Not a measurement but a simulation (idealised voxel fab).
Process module under the name voxel fin reveal
Cross-section cut: width 200 nm, square cells of 5 nm.
How to read a cross-section here: the picture is a grid of square cells, written as bands going from the top down, and any band can span one or more rows of cells. Heads up on the band format: heights come first, top then bottom, in nm. After that it's the materials left to right, each with its width in nm. A single material flagged "everywhere" fills the whole band edge to edge, and "empty" means there's empty space there. The reference from which all heights are counted is 0, the level beneath which the as-received wafer is entirely one material; the lowest band, having no lower bound, proceeds downward and is written after the example "0 down". Width spec "30->40" -> top row of cells at first value, bottom row at second value, equal per-row change in between. Where a step carries "nothing was modified", the cross-section came out of it unchanged, cell for cell. Each empty space that has no open way to the top and spans at least 8 cells appears under "Enclosed cavities" as width x height at distance, the distance counted from the left edge, all in nm. Heads up: the bit after the settings on a step's line is the simulator's remark on that step. On any step carrying a mask, the "overlay nm" setting, if present on the step's line, tells how far right of its planned place the mask lay; negative values point to the left.

**Intended process steps**
1: RECEIVE,material Si
2: CONFORMAL_DEP,material SiN,thk nm 5
3: MASKED_ETCH,tone cover,mask id FINS,width nm 15,pitch nm 40,etch materials SiN,depth nm 5,overlay nm 0
4: MASKED_ETCH,tone cover,mask id FINS,width nm 15,pitch nm 40,etch materials Si,depth nm 40,overlay nm 0
5: OXIDIZE,depth nm 5
6: FILL_DEP,material SiO2,thk nm 5
7: CMP,height nm 5
8: SELECTIVE_ETCH,etch materials SiO2,depth nm 20
9: STRIP,etch materials SiN
Be aware that, although all wafers share a common starting state, the width nm at step 3 differs among them, and the plan displays the first wafer's value.

**Cross-section of the first of several wafers on receipt, reflecting completion of step 1**
> 0 down: Si everywhere
> Enclosed cavities: none

**Cross-sectional representation of the first of several wafers at the end of the module, i.e. after its terminal step, step 9**
> 0 to -15: 55 empty  5 Si  35 empty  5 Si  35 empty  5 Si  60 empty
> -15 to -45: 55 SiO2  5 Si  35 SiO2  5 Si  35 SiO2  5 Si  60 SiO2
> -45 down: Si everywhere
> Enclosed cavities: none

**End of module, last wafer sectioned**
> 0 to -15: 50 empty  15 Si  25 empty  15 Si  25 empty  15 Si  55 empty
> -15 to -45: 50 SiO2  15 Si  25 SiO2  15 Si  25 SiO2  15 Si  55 SiO2
> -45 down: Si everywhere
> Enclosed cavities: none

**So in this table every wafer gets its own row, and what you see is where it stands at the end of the module: for each material, how many cells it picked up (+) or gave up (-) since we received it, and after that its closed voids**
width nm 15 | -333 Si | +222 SiO2 | Enclosed cavities: none
width nm 20 | -306 Si | +204 SiO2 | Enclosed cavities: none
width nm 25 | -279 Si | +186 SiO2 | Enclosed cavities: none
